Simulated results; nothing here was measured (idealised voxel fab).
process module | voxel wiring stack
cross-section cut | 245 nm wide | cells 5 nm
A cross-section is a grid of square cells, given in bands from the top down. A band is one or more rows of cells.
Each band's line starts with the height of the band's top and of its bottom, in nm. Then come its materials from left to right, each with its width in nm. One material with "throughout" fills the band from edge to edge. "air" is empty space.
Height 0 is the level under which the wafer as received is all one material. The lowest band goes on downwards, as in "0 down".
A width such as "30 to 40" changes by the same amount from each row of cells to the next, from the band's top row to its bottom row.
"no change" after a step means that no cell of the cross-section changed.
closed voids: empty space of 8 cells or more with no open way to the top, each as width x height at its distance from the left edge, in nm
after a step's settings: what the simulator itself notes on the step
overlay nm, on a step with a mask: how far to the right of its planned place the mask lay; to the left if negative
plan
1 op RECEIVE | material Si
2 op CONFORMAL_DEP | material SiO2 | thk nm 15
3 op CONFORMAL_DEP | material SiN | thk nm 5
4 op DIRECTIONAL_DEP | material SiO2 | thk nm 20
5 op DIRECTIONAL_DEP | material aC | thk nm 15
6 op PATTERN | tone open | mask id METAL_1 | material resist | width nm 20 | pitch nm 45 | thk nm 30 | overlay nm 0
7 op DIRECTIONAL_ETCH | etch materials aC | depth nm 15
8 op STRIP | etch materials resist
9 op DIRECTIONAL_ETCH | etch materials SiO2 | depth nm 20
10 op DIRECTIONAL_ETCH | etch materials SiN | depth nm 5
11 op STRIP | etch materials aC
12 op CONFORMAL_DEP | material TiN | thk nm 5
13 op FILL_DEP | material W | thk nm 10
14 op CMP | height nm 40
15 op EPI | material Ru | thk nm 5
16 op FILL_DEP | material SiCN | thk nm 5
17 op DIRECTIONAL_DEP | material lowk | thk nm 30
18 op PATTERN | tone open | mask id METAL_2 | material resist | width nm 20 | pitch nm 45 | thk nm 15 | overlay nm 0
19 op DIRECTIONAL_ETCH | etch materials lowk | depth nm 15
20 op STRIP | etch materials resist
21 op DIRECTIONAL_DEP | material aC | thk nm 10
22 op PATTERN | tone open | mask id METAL_2_HOLES | material resist | width nm 15 | pitch nm 45 | thk nm 30 | overlay nm 0
23 op DIRECTIONAL_ETCH | etch materials aC | depth nm 10
24 op STRIP | etch materials resist
25 op DIRECTIONAL_ETCH | etch materials lowk | depth nm 15
26 op DIRECTIONAL_ETCH | etch materials SiCN | depth nm 5
27 op STRIP | etch materials aC
28 op CONFORMAL_DEP | material TiN | thk nm 5
29 op FILL_DEP | material Ru | thk nm 5
30 op CMP | height nm 80
31 op CONFORMAL_DEP | material SiCN | thk nm 5
32 op DIRECTIONAL_DEP | material lowk | thk nm 30
33 op MASKED_ETCH | tone open | mask id METAL_3_HOLES | width nm 15 | pitch nm 45 | etch materials lowk | depth nm 30 | overlay nm 0
34 op MASKED_ETCH | tone open | mask id METAL_3 | width nm 20 | pitch nm 45 | etch materials lowk | depth nm 15 | overlay nm 0
35 op MASKED_ETCH | tone open | mask id METAL_3 | width nm 20 | pitch nm 45 | etch materials SiCN | depth nm 5 | overlay nm 0
36 op CONFORMAL_DEP | material TiN | thk nm 5
37 op FILL_DEP | material Ru | thk nm 10
38 op CMP | height nm 115
39 op CONFORMAL_DEP | material SiCN | thk nm 5
40 op DIRECTIONAL_DEP | material SiO2 | thk nm 35
41 op DIRECTIONAL_DEP | material aC | thk nm 10
42 op PATTERN | tone open | mask id METAL_4 | material resist | width nm 20 | pitch nm 45 | thk nm 25 | overlay nm 0
43 op DIRECTIONAL_ETCH | etch materials aC | depth nm 10
44 op STRIP | etch materials resist
45 op DIRECTIONAL_ETCH | etch materials SiO2 | depth nm 20
46 op STRIP | etch materials aC
47 op MASKED_ETCH | tone open | mask id METAL_4_HOLES | width nm 15 | pitch nm 45 | etch materials SiO2 | depth nm 15 | overlay nm 0
48 op MASKED_ETCH | tone open | mask id METAL_4_HOLES | width nm 15 | pitch nm 45 | etch materials SiCN | depth nm 5 | overlay nm 0
49 op CONFORMAL_DEP | material TiN | thk nm 5
50 op FILL_DEP | material Cu | thk nm 5
51 op CMP | height nm 155
52 op CONFORMAL_DEP | material SiN | thk nm 5
as received, after step 1
  0 down: Si throughout
  closed voids: none
a wafer at the end: this start, this plan, one mistake
  160 to 155: SiN throughout
  155 to 140: SiO2 45 | TiN 5 | Cu 10 | TiN 5 | SiO2 25 | TiN 5 | Cu 10 | TiN 5 | SiO2 25 | TiN 5 | Cu 10 | TiN 5 | SiO2 25 | TiN 5 | Cu 10 | TiN 5 | SiO2 45
  140 to 135: SiO2 45 | TiN 5 | Cu 5 | TiN 10 | SiO2 25 | TiN 5 | Cu 5 | TiN 10 | SiO2 25 | TiN 5 | Cu 5 | TiN 10 | SiO2 25 | TiN 5 | Cu 5 | TiN 10 | SiO2 45
  135 to 120: SiO2 45 | TiN 5 | Cu 5 | TiN 5 | SiO2 30 | TiN 5 | Cu 5 | TiN 5 | SiO2 30 | TiN 5 | Cu 5 | TiN 5 | SiO2 30 | TiN 5 | Cu 5 | TiN 5 | SiO2 50
  120 to 115: SiCN 45 | TiN 15 | SiCN 30 | TiN 15 | SiCN 30 | TiN 15 | SiCN 30 | TiN 15 | SiCN 50
  115 to 105: lowk 45 | TiN 5 | Ru 10 | TiN 5 | lowk 25 | TiN 5 | Ru 10 | TiN 5 | lowk 25 | TiN 5 | Ru 10 | TiN 5 | lowk 25 | TiN 5 | Ru 10 | TiN 5 | lowk 45
  105 to 100: lowk 45 | TiN 5 | Ru 5 | TiN 10 | lowk 25 | TiN 5 | Ru 5 | TiN 10 | lowk 25 | TiN 5 | Ru 5 | TiN 10 | lowk 25 | TiN 5 | Ru 5 | TiN 10 | lowk 45
  100 to 85: lowk 45 | TiN 5 | Ru 5 | TiN 5 | lowk 30 | TiN 5 | Ru 5 | TiN 5 | lowk 30 | TiN 5 | Ru 5 | TiN 5 | lowk 30 | TiN 5 | Ru 5 | TiN 5 | lowk 50
  85 to 80: SiCN 45 | TiN 15 | SiCN 30 | TiN 15 | SiCN 30 | TiN 15 | SiCN 30 | TiN 15 | SiCN 50
  80 to 70: lowk 35 | TiN 5 | Ru 20 | TiN 5 | lowk 15 | TiN 5 | Ru 20 | TiN 5 | lowk 15 | TiN 5 | Ru 20 | TiN 5 | lowk 15 | TiN 5 | Ru 20 | TiN 5 | lowk 45
  70 to 65: lowk 35 | TiN 30 | lowk 15 | TiN 30 | lowk 15 | TiN 30 | lowk 15 | TiN 30 | lowk 45
  65 to 50: lowk 45 | TiN 5 | lowk 40 | TiN 5 | lowk 40 | TiN 5 | lowk 40 | TiN 5 | lowk 60
  50 to 45: SiCN 45 | TiN 5 | SiCN 40 | TiN 5 | SiCN 40 | TiN 5 | SiCN 40 | TiN 5 | SiCN 60
  45 to 40: SiCN 40 | Ru 30 | SiCN 15 | Ru 30 | SiCN 15 | Ru 30 | SiCN 15 | Ru 30 | SiCN 40
  40 to 20: SiO2 45 | TiN 5 | W 10 | TiN 5 | SiO2 25 | TiN 5 | W 10 | TiN 5 | SiO2 25 | TiN 5 | W 10 | TiN 5 | SiO2 25 | TiN 5 | W 10 | TiN 5 | SiO2 45
  20 to 15: SiN 45 | TiN 20 | SiN 25 | TiN 20 | SiN 25 | TiN 20 | SiN 25 | TiN 20 | SiN 45
  15 to 0: SiO2 throughout
  0 down: Si throughout
  closed voids: none
what went wrong: step 22 ran as: op PATTERN | tone open | mask id METAL_2_HOLES | material resist | width nm 15 | pitch nm 45 | thk nm 30 | overlay nm -10
